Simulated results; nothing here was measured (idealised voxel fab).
process module | voxel gate over fins
cross-section cut | 255 nm wide | cells 5 nm
A cross-section is a grid of square cells, given in bands from the top down. A band is one or more rows of cells.
Each band's line starts with the height of the band's top and of its bottom, in nm. Then come its materials from left to right, each with its width in nm. One material with "throughout" fills the band from edge to edge. "air" is empty space.
Height 0 is the level under which the wafer as received is all one material. The lowest band goes on downwards, as in "0 down".
A width such as "30 to 40" changes by the same amount from each row of cells to the next, from the band's top row to its bottom row.
"no change" after a step means that no cell of the cross-section changed.
closed voids: empty space of 8 cells or more with no open way to the top, each as width x height at its distance from the left edge, in nm
after a step's settings: what the simulator itself notes on the step
overlay nm, on a step with a mask: how far to the right of its planned place the mask lay; to the left if negative
plan
1 op RECEIVE | material Si
2 op CONFORMAL_DEP | material SiN | thk nm 10
3 op MASKED_ETCH | tone cover | mask id FINS | width nm 15 | pitch nm 50 | etch materials SiN | depth nm 10 | overlay nm 0
4 op MASKED_ETCH | tone cover | mask id FINS | width nm 15 | pitch nm 50 | etch materials Si | depth nm 35 | overlay nm 0
5 op OXIDIZE | depth nm 5
6 op FILL_DEP | material SiO2 | thk nm 15
7 op CMP | height nm 10
8 op DIRECTIONAL_DEP | material aC | thk nm 10
9 op PATTERN | tone open | mask id RAIL | material resist | width nm 15 | thk nm 30 | overlay nm 0
10 op DIRECTIONAL_ETCH | etch materials aC | depth nm 10
11 op STRIP | etch materials resist
12 op DIRECTIONAL_ETCH | etch materials SiO2 | depth nm 40
13 op STRIP | etch materials aC
14 op CONFORMAL_DEP | material TiN | thk nm 5
15 op FILL_DEP | material W | thk nm 10
16 op CMP | height nm 10
17 op SELECTIVE_ETCH | etch materials W Ru TiN | depth nm 30
18 op FILL_DEP | material SiO2 | thk nm 5
19 op CMP | height nm 10
20 op SELECTIVE_ETCH | etch materials SiO2 | depth nm 20
21 op STRIP | etch materials SiN
22 op CONFORMAL_DEP | material HfO2 | thk nm 5
23 op CONFORMAL_DEP | material TiN | thk nm 5
24 op CONFORMAL_DEP | material TiAl | thk nm 5
25 op CONFORMAL_DEP | material TiN | thk nm 5
26 op FILL_DEP | material W | thk nm 15
27 op CMP | height nm 30
28 op CONFORMAL_DEP | material SiN | thk nm 5
varied across the wafers: width nm of step 3. The plan shows the first wafer's value. All wafers start alike
first wafer as received, after step 1
  0 down: Si throughout
  closed voids: none
each wafer at the end: cells of each material gained (+) or lost (-) since it was received, then its closed voids
width nm 15 | +59 HfO2 | -392 Si | +51 SiN | +288 SiO2 | +59 TiAl | +123 TiN | +169 W | closed voids: none
width nm 20 | +59 HfO2 | -376 Si | +51 SiN | +276 SiO2 | +59 TiAl | +123 TiN | +165 W | closed voids: none
width nm 25 | +59 HfO2 | -360 Si | +51 SiN | +264 SiO2 | +59 TiAl | +121 TiN | +163 W | closed voids: none
width nm 30 | +59 HfO2 | -344 Si | +51 SiN | +252 SiO2 | +59 TiAl | +119 TiN | +161 W | closed voids: none
